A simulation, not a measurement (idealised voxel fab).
Module name: voxel self aligned vias (process module)
Each square cell in cross-section cut measures 5 nm, and the section as a whole is 270 nm wide.
This document writes a cross-section as a grid whose cells are square, and gives it as bands, listed from the top down; one or more rows of cells form a band. Within each band entry, the heights of the top and of the bottom of the band appear first, in that order and in nm; the materials of the band then follow from left to right, each with its corresponding width in nm. The designation "full width" on a single material indicates that it fills the band from edge to edge; the designation "empty" indicates empty space. Heights from 0 (as-received wafer is one material below). Bottom band endless downward, as "top 0, no bottom". Top row gets the first number, bottom row gets the second, and each row in between changes by the same step: that is how a band width like "30..40" works. No cell of the cross-section changed in a step that is given as "remained the same". Closed void table: empty space of 8 cells or more with no open way to the top, each as width x height at its distance from the left edge, in nm. It should be noted that, on the line of a given step, the content following the step's settings is a remark produced by the simulator itself with respect to that step. overlay nm: where the mask lay relative to plan, measured to the right, on steps with a mask; negatives go left.

Planned process steps:
1: RECEIVE with material Si
2: CONFORMAL_DEP with material SiO2, thk nm 15
3: CONFORMAL_DEP with material SiCN, thk nm 5
4: DIRECTIONAL_DEP with material SiO2, thk nm 25
5: MASKED_ETCH with tone open, mask id LINES, width nm 30, pitch nm 80, etch materials SiO2, depth nm 25, overlay nm 0
6: CONFORMAL_DEP with material TiN, thk nm 5
7: FILL_DEP with material W, thk nm 10
8: CMP with height nm 45
9: SELECTIVE_ETCH with etch materials W Ru TiN, depth nm 10
10: FILL_DEP with material SiN, thk nm 10
11: CMP with height nm 45
12: DIRECTIONAL_DEP with material SiO2, thk nm 15
13: PATTERN with tone open, mask id VIAS, material resist, width nm 50, pitch nm 80, thk nm 20, overlay nm -15
14: DIRECTIONAL_ETCH with etch materials SiO2, depth nm 15
15: DIRECTIONAL_ETCH with etch materials SiN, depth nm 10
16: STRIP with etch materials resist
17: CONFORMAL_DEP with material TiN, thk nm 5
18: FILL_DEP with material W, thk nm 10
19: CMP with height nm 60
20: CONFORMAL_DEP with material SiCN, thk nm 5
Wafer-to-wafer difference: overlay nm, step 13. Common start. Plan = first wafer's value.

Here's the first of the wafers in cross-section, just as we got it, i.e. after step 1:
  top 0, no bottom = Si full width
  Closed void table: none

Where each wafer stands at the end of the module, a row apiece: cells of each material gained (+) or lost (-) since it was received, then closed voids:
overlay nm -15; +108 SiCN; +4 SiN; +474 SiO2; +56 TiN; +60 W; Closed void table: none
overlay nm -10; +108 SiCN; +474 SiO2; +56 TiN; +64 W; Closed void table: none
overlay nm -5; +108 SiCN; +474 SiO2; +56 TiN; +64 W; Closed void table: none
overlay nm 0; +108 SiCN; +474 SiO2; +56 TiN; +64 W; Closed void table: none
overlay nm 5; +108 SiCN; +474 SiO2; +56 TiN; +64 W; Closed void table: none
overlay nm 10; +108 SiCN; +474 SiO2; +56 TiN; +64 W; Closed void table: none
overlay nm 15; +108 SiCN; +4 SiN; +474 SiO2; +56 TiN; +60 W; Closed void table: none
